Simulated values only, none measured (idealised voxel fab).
You're looking at the process module voxel ribs on slabs.
The cross-section shown here is cut; it is 165 nm wide and divided into square cells measuring 5 nm on a side.
Notation: cross-section as square-cell grid; stated in bands, top first, going down; one or more cell rows per band. Heights first: top, then bottom, in nm. Then materials, left to right, each with a width in nm. "everywhere" on a single material: fills the band edge to edge. "empty": empty space. Ref level 0: as-received wafer is one material below here. Bottom band extends down with no lower bound ("0 -> down"). It should be noted that a width expressed as "30..40" varies in equal increments from row to row of cells within the band, taking the value of the first number at the top row and that of the second number at the bottom row. "remained the same", as given for a step, is the statement that not any cell of the cross-section underwent a change during that step. Heads up: "Entrapped voids" only lists the empty pockets with no open path to the top that are 8 cells or more, and it writes them as width x height at distance, distance from the left edge, in nm. Past the settings on a step's line: simulator remark, on that step. For masked steps, "overlay nm" on the step line gives how far right of plan the mask actually lay; a minus sign means it lay to the left.
[Listed below are the process steps as planned]
1: RECEIVE [material Si]
2: DIRECTIONAL_DEP [material SiO2] [thk nm 25]
3: DIRECTIONAL_DEP [material SiN] [thk nm 15]
4: DIRECTIONAL_DEP [material aC] [thk nm 10]
5: PATTERN [tone cover] [mask id RIB] [material resist] [width nm 25] [thk nm 25] [overlay nm 0]
6: DIRECTIONAL_ETCH [etch materials aC] [depth nm 10]
7: STRIP [etch materials resist]
8: DIRECTIONAL_ETCH [etch materials SiN] [depth nm 10]
9: STRIP [etch materials aC]
10: PATTERN [tone cover] [mask id SLAB] [material resist] [width nm 55] [thk nm 15] [overlay nm 0]
11: DIRECTIONAL_ETCH [etch materials SiN] [depth nm 5]
12: STRIP [etch materials resist]
13: FILL_DEP [material SiO2] [thk nm 25]
14: CMP [height nm 55]
15: DIRECTIONAL_DEP [material W] [thk nm 10]
16: DIRECTIONAL_DEP [material aC] [thk nm 10]
17: PATTERN [tone cover] [mask id HEATER] [material resist] [width nm 35] [thk nm 25] [overlay nm 0]
18: DIRECTIONAL_ETCH [etch materials aC] [depth nm 10]
19: STRIP [etch materials resist]
20: DIRECTIONAL_ETCH [etch materials W] [depth nm 10]
21: STRIP [etch materials aC]
22: CONFORMAL_DEP [material SiO2] [thk nm 5]
[Cross-section: wafer on arrival = after step 1]
- 0 -> down: Si everywhere
- Entrapped voids: none
[Starting structure and process plan are as shown above, but one mistake was made in running the module; the wafer cross-section at the end of the module follows]
- 70 -> 65: empty: 60; SiO2: 45; empty: 60
- 65 -> 60: empty: 60; SiO2: 5; W: 35; SiO2: 5; empty: 60
- 60 -> 55: SiO2: 65; W: 35; SiO2: 65
- 55 -> 45: SiO2: 70; SiN: 25; SiO2: 70
- 45 -> 40: SiO2: 55; SiN: 55; SiO2: 55
- 40 -> 25: SiN everywhere
- 25 -> 0: SiO2 everywhere
- 0 -> down: Si everywhere
- Entrapped voids: none
Processing error: yeah, plan step 3 got run twice
